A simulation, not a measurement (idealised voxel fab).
process module | voxel air gaps
cross-section cut | 210 nm wide | cells 5 nm
A cross-section is a grid of square cells, given in bands from the top down. A band is one or more rows of cells.
Each band's line starts with the height of the band's top and of its bottom, in nm. Then come its materials from left to right, each with its width in nm. One material with "throughout" fills the band from edge to edge. "air" is empty space.
Height 0 is the level under which the wafer as received is all one material. The lowest band goes on downwards, as in "0 down".
A width such as "30 to 40" changes by the same amount from each row of cells to the next, from the band's top row to its bottom row.
"no change" after a step means that no cell of the cross-section changed.
closed voids: empty space of 8 cells or more with no open way to the top, each as width x height at its distance from the left edge, in nm
after a step's settings: what the simulator itself notes on the step
overlay nm, on a step with a mask: how far to the right of its planned place the mask lay; to the left if negative
plan
1 op RECEIVE | material Si
2 op CONFORMAL_DEP | material SiO2 | thk nm 10
3 op CONFORMAL_DEP | material SiN | thk nm 5
4 op DIRECTIONAL_DEP | material lowk | thk nm 40
5 op PATTERN | tone open | mask id LINES | material resist | width nm 15 | pitch nm 40 | thk nm 15 | overlay nm 0
6 op DIRECTIONAL_ETCH | etch materials lowk | depth nm 40
7 op STRIP | etch materials resist
8 op CONFORMAL_DEP | material TiN | thk nm 5
9 op FILL_DEP | material Ru | thk nm 10
10 op CMP | height nm 55
11 op EPI | material Ru | thk nm 10
12 op SELECTIVE_ETCH | etch materials lowk | depth nm 50
13 op CONFORMAL_DEP | material SiCN | thk nm 5
varied across the wafers: width nm of step 5. The plan shows the first wafer's value. All wafers start alike
first wafer as received, after step 1
  0 down: Si throughout
  closed voids: none
first wafer at the end, after step 13
  70 to 65: air 40 | SiCN 125 | air 45
  65 to 55: air 40 | SiCN 5 | Ru 35 | SiCN 5 | Ru 35 | SiCN 5 | Ru 35 | SiCN 5 | air 45
  55 to 50: air 40 | SiCN 15 | TiN 5 | Ru 5 | TiN 5 | SiCN 25 | TiN 5 | Ru 5 | TiN 5 | SiCN 25 | TiN 5 | Ru 5 | TiN 5 | SiCN 15 | air 45
  50 to 20: air 50 | SiCN 5 | TiN 5 | Ru 5 | TiN 5 | SiCN 5 | air 15 | SiCN 5 | TiN 5 | Ru 5 | TiN 5 | SiCN 5 | air 15 | SiCN 5 | TiN 5 | Ru 5 | TiN 5 | SiCN 5 | air 55
  20 to 15: SiCN 55 | TiN 15 | SiCN 25 | TiN 15 | SiCN 25 | TiN 15 | SiCN 60
  15 to 10: SiN throughout
  10 to 0: SiO2 throughout
  0 down: Si throughout
  closed voids: 15 x 30 at 75; 15 x 30 at 115
last wafer at the end
  70 to 65: air 35 | SiCN 135 | air 40
  65 to 55: air 35 | SiCN 5 | Ru 125 | SiCN 5 | air 40
  55 to 50: air 35 | SiCN 15 | TiN 5 | Ru 15 | TiN 5 | lowk 15 | TiN 5 | Ru 15 | TiN 5 | lowk 15 | TiN 5 | Ru 15 | TiN 5 | SiCN 15 | air 40
  50 to 20: air 45 | SiCN 5 | TiN 5 | Ru 15 | TiN 5 | lowk 15 | TiN 5 | Ru 15 | TiN 5 | lowk 15 | TiN 5 | Ru 15 | TiN 5 | SiCN 5 | air 50
  20 to 15: SiCN 50 | TiN 25 | lowk 15 | TiN 25 | lowk 15 | TiN 25 | SiCN 55
  15 to 10: SiN throughout
  10 to 0: SiO2 throughout
  0 down: Si throughout
  closed voids: none
each wafer at the end: cells of each material gained (+) or lost (-) since it was received, then its closed voids
width nm 15 | +63 Ru | +118 SiCN | +42 SiN | +84 SiO2 | +51 TiN | closed voids: 15 x 30 at 75; 15 x 30 at 115
width nm 20 | +90 Ru | +70 SiCN | +42 SiN | +84 SiO2 | +54 TiN | +64 lowk | closed voids: none
width nm 25 | +113 Ru | +70 SiCN | +42 SiN | +84 SiO2 | +57 TiN | +48 lowk | closed voids: none
